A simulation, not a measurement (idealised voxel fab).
process module | voxel ribs on slabs
cross-section cut | 285 nm wide | cells 5 nm
A cross-section is a grid of square cells, given in bands from the top down. A band is one or more rows of cells.
Each band's line starts with the height of the band's top and of its bottom, in nm. Then come its materials from left to right, each with its width in nm. One material with "throughout" fills the band from edge to edge. "air" is empty space.
Height 0 is the level under which the wafer as received is all one material. The lowest band goes on downwards, as in "0 down".
A width such as "30 to 40" changes by the same amount from each row of cells to the next, from the band's top row to its bottom row.
"no change" after a step means that no cell of the cross-section changed.
closed voids: empty space of 8 cells or more with no open way to the top, each as width x height at its distance from the left edge, in nm
after a step's settings: what the simulator itself notes on the step
overlay nm, on a step with a mask: how far to the right of its planned place the mask lay; to the left if negative
plan
1 op RECEIVE | material Si
2 op DIRECTIONAL_DEP | material SiO2 | thk nm 25
3 op DIRECTIONAL_DEP | material SiN | thk nm 15
4 op PATTERN | tone cover | mask id RIB | material resist | width nm 30 | thk nm 15 | overlay nm 0
5 op DIRECTIONAL_ETCH | etch materials SiN | depth nm 10
6 op STRIP | etch materials resist
7 op MASKED_ETCH | tone cover | mask id SLAB | width nm 70 | etch materials SiN | depth nm 5 | overlay nm -15
8 op FILL_DEP | material SiO2 | thk nm 25
9 op CMP | height nm 60
10 op DIRECTIONAL_DEP | material TiN | thk nm 10
11 op DIRECTIONAL_DEP | material aC | thk nm 10
12 op PATTERN | tone cover | mask id HEATER | material resist | width nm 40 | thk nm 30 | overlay nm 0
13 op DIRECTIONAL_ETCH | etch materials aC | depth nm 10
14 op STRIP | etch materials resist
15 op DIRECTIONAL_ETCH | etch materials TiN | depth nm 10
16 op STRIP | etch materials aC
17 op CONFORMAL_DEP | material SiN | thk nm 5
varied across the wafers: overlay nm of step 7. The plan shows the first wafer's value. All wafers start alike
first wafer as received, after step 1
  0 down: Si throughout
  closed voids: none
each wafer at the end: cells of each material gained (+) or lost (-) since it was received, then its closed voids
overlay nm -15 | +87 SiN | +658 SiO2 | +16 TiN | closed voids: none
overlay nm -10 | +87 SiN | +658 SiO2 | +16 TiN | closed voids: none
overlay nm -5 | +87 SiN | +658 SiO2 | +16 TiN | closed voids: none
overlay nm 0 | +87 SiN | +658 SiO2 | +16 TiN | closed voids: none
overlay nm 5 | +87 SiN | +658 SiO2 | +16 TiN | closed voids: none
overlay nm 10 | +87 SiN | +658 SiO2 | +16 TiN | closed voids: none
overlay nm 15 | +87 SiN | +658 SiO2 | +16 TiN | closed voids: none
